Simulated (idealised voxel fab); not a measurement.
The process module presented herein is designated voxel released beams.
In the cross-section labelled cut, the width is 240 nm and each square cell is 5 nm.
Square cells in a grid make up a cross-section in this document, and the grid is given as bands, listed from the top down, each one or more rows of cells.
This entry defines a band. It first specifies the height of the band's top and the height of its bottom in nm, and then specifies the band's materials from left to right, stating each material with its width in nm. The word "full width" identifies a single material that fills the band from edge to edge, while the word "blank" identifies empty space.
Beneath 0, the wafer as received is one material, and that level is where height counting begins. The lowest band goes on downward without a bottom; it is written like "top 0, no bottom".
Top row gets the first number, bottom row gets the second, and each row in between changes by the same step: that is how a band width like "30..40" works.
When a step is marked "nothing different", none of the cells in the cross-section changed during that step.
Basically, "Sealed void inventory" tells you about the enclosed voids: empty spaces with no open way to the top, 8 cells or bigger, each written width x height at distance, where distance is from the left edge, all in nm.
Text after the settings on a step's line: the simulator's own remark on that step.
A step's line can hold "overlay nm"; with a mask on that step, the setting says how far right of the planned place the mask lay, while a negative setting says it lay to the left.

Process steps foreseen in the plan
1 RECEIVE with material Si
2 CONFORMAL_DEP with material Al2O3, thk nm 10
3 DIRECTIONAL_DEP with material SiO2, thk nm 10
4 DIRECTIONAL_DEP with material aC, thk nm 15
5 PATTERN with tone open, mask id ANCHOR, material resist, width nm 45, thk nm 35, overlay nm 0
6 DIRECTIONAL_ETCH with etch materials aC, depth nm 15
7 STRIP with etch materials resist
8 DIRECTIONAL_ETCH with etch materials SiO2, depth nm 10
9 STRIP with etch materials aC
10 CONFORMAL_DEP with material W, thk nm 15
11 DIRECTIONAL_DEP with material aC, thk nm 15
12 PATTERN with tone cover, mask id BEAM, material resist, width nm 110, thk nm 30, overlay nm 0
13 DIRECTIONAL_ETCH with etch materials aC, depth nm 15
14 STRIP with etch materials resist
15 DIRECTIONAL_ETCH with etch materials W, depth nm 15
16 STRIP with etch materials aC
17 STRIP with etch materials SiO2

The cross-section here shows the wafer as received, i.e. in its state after step 1
  top 0, no bottom | Si full width
  Sealed void inventory: none

Module complete, cross-section. Starting point and plan per above. One mistake made in running the module
  top 50, bottom 35 | blank=60 | W=110 | blank=70
  top 35, bottom 20 | W full width
  top 20, bottom 10 | SiO2=65 | W=45 | SiO2=130
  top 10, bottom 0 | Al2O3 full width
  top 0, no bottom | Si full width
  Sealed void inventory: none
Against the plan, the run slipped here: the plan had its step 10 run twice
